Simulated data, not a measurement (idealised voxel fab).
Process module, titled voxel transistor to metal
Xsec cut, 295 nm wide, square cell size 5 nm.
Cross-section, as written here: a square-cell grid given band by band from the top down, where a band holds one or more rows of cells. Heads up on the band format: heights come first, top then bottom, in nm. After that it's the materials left to right, each with its width in nm. A single material flagged "full width" fills the whole band edge to edge, and "air" means there's empty space there. For the purposes of this specification, 0 denotes the height below which the wafer in its as-received condition is composed wholly of one material, and the lowermost band, lacking a lower limit, extends downward without end, as expressed in "0 down". Width: "30 to 40" (first number = top row, second number = bottom row, same change from row to row of cells). The cross-section has no changed cell in any step marked "all unchanged". In "Fully enclosed voids" the enclosed voids are listed, meaning empty spaces of 8 cells or larger without any opening to the top. The form is width x height at distance, distance from the left edge, units nm. What comes after the settings on a step's line is commentary from the simulator itself on that step. The line of a step may include "overlay nm". On a step with a mask, this value is how far to the right of its planned place the mask lay. A negative value means the mask lay to the left.
## The planned process steps are enumerated hereunder
| 1 | RECEIVE (material Si) |
| 2 | OXIDIZE (depth nm 5) |
| 3 | CONFORMAL_DEP (material SiN; thk nm 10) |
| 4 | PATTERN (tone cover; mask id ACTIVE; material resist; width nm 110; pitch nm 130; thk nm 15; overlay nm 0) |
| 5 | DIRECTIONAL_ETCH (etch materials SiN; depth nm 10) |
| 6 | DIRECTIONAL_ETCH (etch materials SiO2; depth nm 5) |
| 7 | DIRECTIONAL_ETCH (etch materials Si; depth nm 35) |
| 8 | STRIP (etch materials resist) |
| 9 | FILL_DEP (material SiO2; thk nm 5) |
| 10 | CMP (height nm 10) |
| 11 | SELECTIVE_ETCH (etch materials SiO2; depth nm 10) |
| 12 | STRIP (etch materials SiN) |
| 13 | SELECTIVE_ETCH (etch materials SiO2; depth nm 5) |
| 14 | OXIDIZE (depth nm 5) |
| 15 | DIRECTIONAL_DEP (material polySi; thk nm 25) |
| 16 | DIRECTIONAL_DEP (material SiCN; thk nm 10) |
| 17 | MASKED_ETCH (tone cover; mask id GATE; width nm 30; pitch nm 130; etch materials SiCN; depth nm 20; overlay nm 0) |
| 18 | MASKED_ETCH (tone cover; mask id GATE; width nm 30; pitch nm 130; etch materials polySi; depth nm 35; overlay nm 0) |
| 19 | CONFORMAL_DEP (material SiN; thk nm 5) |
| 20 | DIRECTIONAL_ETCH (etch materials SiN; depth nm 5) |
| 21 | DIRECTIONAL_ETCH (etch materials SiO2; depth nm 5) |
| 22 | DIRECTIONAL_ETCH (etch materials Si; depth nm 15) |
| 23 | EPI (material nSi; thk nm 15) |
| 24 | FILL_DEP (material SiO2; thk nm 10) |
| 25 | CMP (height nm 20) |
| 26 | STRIP (etch materials polySi) |
| 27 | SELECTIVE_ETCH (etch materials SiO2; depth nm 5) |
| 28 | CONFORMAL_DEP (material HfO2; thk nm 5) |
| 29 | CONFORMAL_DEP (material TiN; thk nm 5) |
| 30 | FILL_DEP (material W; thk nm 5) |
| 31 | CMP (height nm 15) |
| 32 | DIRECTIONAL_DEP (material SiO2; thk nm 15) |
| 33 | PATTERN (tone open; mask id CONTACT; material resist; width nm 15; thk nm 20; overlay nm 0) |
| 34 | DIRECTIONAL_ETCH (etch materials SiO2; depth nm 40) |
| 35 | STRIP (etch materials resist) |
| 36 | CONFORMAL_DEP (material TiN; thk nm 5) |
| 37 | FILL_DEP (material Ru; thk nm 10) |
| 38 | CMP (height nm 30) |
| 39 | DIRECTIONAL_DEP (material TiN; thk nm 5) |
| 40 | DIRECTIONAL_DEP (material W; thk nm 15) |
| 41 | PATTERN (tone cover; mask id METAL_1; material resist; width nm 15; thk nm 20; overlay nm 0) |
| 42 | DIRECTIONAL_ETCH (etch materials W; depth nm 15) |
| 43 | DIRECTIONAL_ETCH (etch materials TiN; depth nm 5) |
| 44 | STRIP (etch materials resist) |
| 45 | CONFORMAL_DEP (material SiCN; thk nm 5) |
| 46 | FILL_DEP (material lowk; thk nm 10) |
| 47 | CMP (height nm 50) |
| 48 | CONFORMAL_DEP (material SiCN; thk nm 5) |
## Cross-section of the wafer as it came to us, i.e., already through step 1
    0 down: Si full width
    Fully enclosed voids: none
## Starting structure and process plan are as shown above, but one mistake was made in running the module; the wafer cross-section at the end of the module follows
    55 to 50: SiCN full width
    50 to 35: lowk 35 nm, then SiCN 5 nm, then W 15 nm, then SiCN 5 nm, then lowk 50 nm, then SiCN 5 nm, then W 15 nm, then SiCN 5 nm, then lowk 30 nm, then SiCN 5 nm, then W 15 nm, then SiCN 5 nm, then lowk 50 nm, then SiCN 5 nm, then W 15 nm, then SiCN 5 nm, then lowk 30 nm
    35 to 30: SiCN 40 nm, then TiN 15 nm, then SiCN 60 nm, then TiN 15 nm, then SiCN 40 nm, then TiN 15 nm, then SiCN 60 nm, then TiN 15 nm, then SiCN 35 nm
    30 to 15: SiO2 35 nm, then TiN 5 nm, then Ru 5 nm, then TiN 5 nm, then SiO2 60 nm, then TiN 5 nm, then Ru 5 nm, then TiN 5 nm, then SiO2 40 nm, then TiN 5 nm, then Ru 5 nm, then TiN 5 nm, then SiO2 60 nm, then TiN 5 nm, then Ru 5 nm, then TiN 5 nm, then SiO2 40 nm
    15 to 10: SiO2 35 nm, then TiN 5 nm, then Ru 5 nm, then TiN 5 nm, then SiO2 10 nm, then SiN 5 nm, then HfO2 5 nm, then TiN 5 nm, then W 10 nm, then TiN 5 nm, then HfO2 5 nm, then SiN 5 nm, then SiO2 10 nm, then TiN 5 nm, then Ru 5 nm, then TiN 5 nm, then SiO2 40 nm, then TiN 5 nm, then Ru 5 nm, then TiN 5 nm, then SiO2 10 nm, then SiN 5 nm, then HfO2 5 nm, then TiN 5 nm, then W 10 nm, then TiN 5 nm, then HfO2 5 nm, then SiN 5 nm, then SiO2 10 nm, then TiN 5 nm, then Ru 5 nm, then TiN 5 nm, then SiO2 40 nm
    10 to 5: SiO2 35 nm, then TiN 15 nm, then SiO2 10 nm, then SiN 5 nm, then HfO2 5 nm, then TiN 5 nm, then W 10 nm, then TiN 5 nm, then HfO2 5 nm, then SiN 5 nm, then SiO2 10 nm, then TiN 15 nm, then SiO2 40 nm, then TiN 15 nm, then SiO2 10 nm, then SiN 5 nm, then HfO2 5 nm, then TiN 5 nm, then W 10 nm, then TiN 5 nm, then HfO2 5 nm, then SiN 5 nm, then SiO2 10 nm, then TiN 15 nm, then SiO2 40 nm
    5 to 0: SiO2 35 nm, then TiN 10 nm, then nSi 15 nm, then SiN 5 nm, then HfO2 5 nm, then TiN 5 nm, then W 10 nm, then TiN 5 nm, then HfO2 5 nm, then SiN 5 nm, then nSi 15 nm, then TiN 10 nm, then SiO2 40 nm, then TiN 10 nm, then nSi 15 nm, then SiN 5 nm, then HfO2 5 nm, then TiN 5 nm, then W 10 nm, then TiN 5 nm, then HfO2 5 nm, then SiN 5 nm, then nSi 15 nm, then TiN 10 nm, then SiO2 40 nm
    0 to -5: SiO2 35 nm, then TiN 10 nm, then nSi 15 nm, then SiN 5 nm, then HfO2 5 nm, then TiN 20 nm, then HfO2 5 nm, then SiN 5 nm, then nSi 15 nm, then TiN 10 nm, then SiO2 40 nm, then TiN 10 nm, then nSi 15 nm, then SiN 5 nm, then HfO2 5 nm, then TiN 20 nm, then HfO2 5 nm, then SiN 5 nm, then nSi 15 nm, then TiN 10 nm, then SiO2 40 nm
    -5 to -10: SiO2 35 nm, then TiN 10 nm, then nSi 15 nm, then HfO2 40 nm, then nSi 15 nm, then TiN 10 nm, then SiO2 40 nm, then TiN 10 nm, then nSi 15 nm, then HfO2 40 nm, then nSi 15 nm, then TiN 10 nm, then SiO2 40 nm
    -10 to -25: SiO2 25 nm, then nSi 35 nm, then Si 40 nm, then nSi 35 nm, then SiO2 20 nm, then nSi 35 nm, then Si 40 nm, then nSi 35 nm, then SiO2 30 nm
    -25 to -40: SiO2 25 nm, then Si 110 nm, then SiO2 20 nm, then Si 110 nm, then SiO2 30 nm
    -40 down: Si full width
    Fully enclosed voids: none
What was the processing mistake? heads up, step 41 didn't go per plan, it actually ran as PATTERN (tone cover; mask id METAL_1; material resist; width nm 15; thk nm 20; overlay nm 5)
